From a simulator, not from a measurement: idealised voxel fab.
Process module heading - voxel released beams
FYI the section here is cut, 245 nm wide, cells are 5 nm squares.
Reading order for cross-sections: top band down to bottom band. Underlying form: a grid of square cells. Band size: one or more rows of cells.
This entry defines a band. It first specifies the height of the band's top and the height of its bottom in nm, and then specifies the band's materials from left to right, stating each material with its width in nm. The word "everywhere" identifies a single material that fills the band from edge to edge, while the word "empty" identifies empty space.
Height reference: 0 = level under which incoming wafer is all one material. Lowest band: no bottom, runs on downward, e.g. "0 -> down".
When a width is written as two numbers, as in "30 to 40", the first number is the width in the top row of cells of the band and the second is the width in its bottom row, and the width changes by the same amount from each row to the next.
Basically "nothing altered" means that step didn't change any cell in the cross-section.
Under "Enclosed cavities" you'll find the enclosed gaps, the ones with no way out to the top, that are 8 cells or bigger; each reads width x height at distance, with distance counted from the left edge, everything in nm.
Note: text after step settings on the step line = simulator remark on that step.
The "overlay nm" setting may appear on a step's line; for a step that uses a mask, it gives how far to the right of its planned position the mask lay, and a negative value indicates the left.
[List of planned process steps]
step 1: RECEIVE: material Si
step 2: CONFORMAL_DEP: material SiN, thk nm 10
step 3: DIRECTIONAL_DEP: material SiO2, thk nm 15
step 4: MASKED_ETCH: tone open, mask id ANCHOR, width nm 35, etch materials SiO2, depth nm 15, overlay nm 0
step 5: CONFORMAL_DEP: material W, thk nm 10
step 6: MASKED_ETCH: tone cover, mask id BEAM, width nm 85, etch materials W, depth nm 10, overlay nm 0
step 7: STRIP: etch materials SiO2
[Cross-section of the incoming wafer, state after step 1]
* 0 -> down  Si everywhere
* Enclosed cavities: none
[The cross-section shown corresponds to the wafer at the conclusion of the module. The initial structure and the process plan are those presented above; however, one mistake occurred in executing the plan]
* 35 -> 25  75 of empty / 85 of W / 85 of empty
* 25 -> 15  SiN everywhere
* 15 -> 0  SiO2 everywhere
* 0 -> down  Si everywhere
* Enclosed cavities: none
Misprocessing identified: plan steps 2 and 3 run swapped
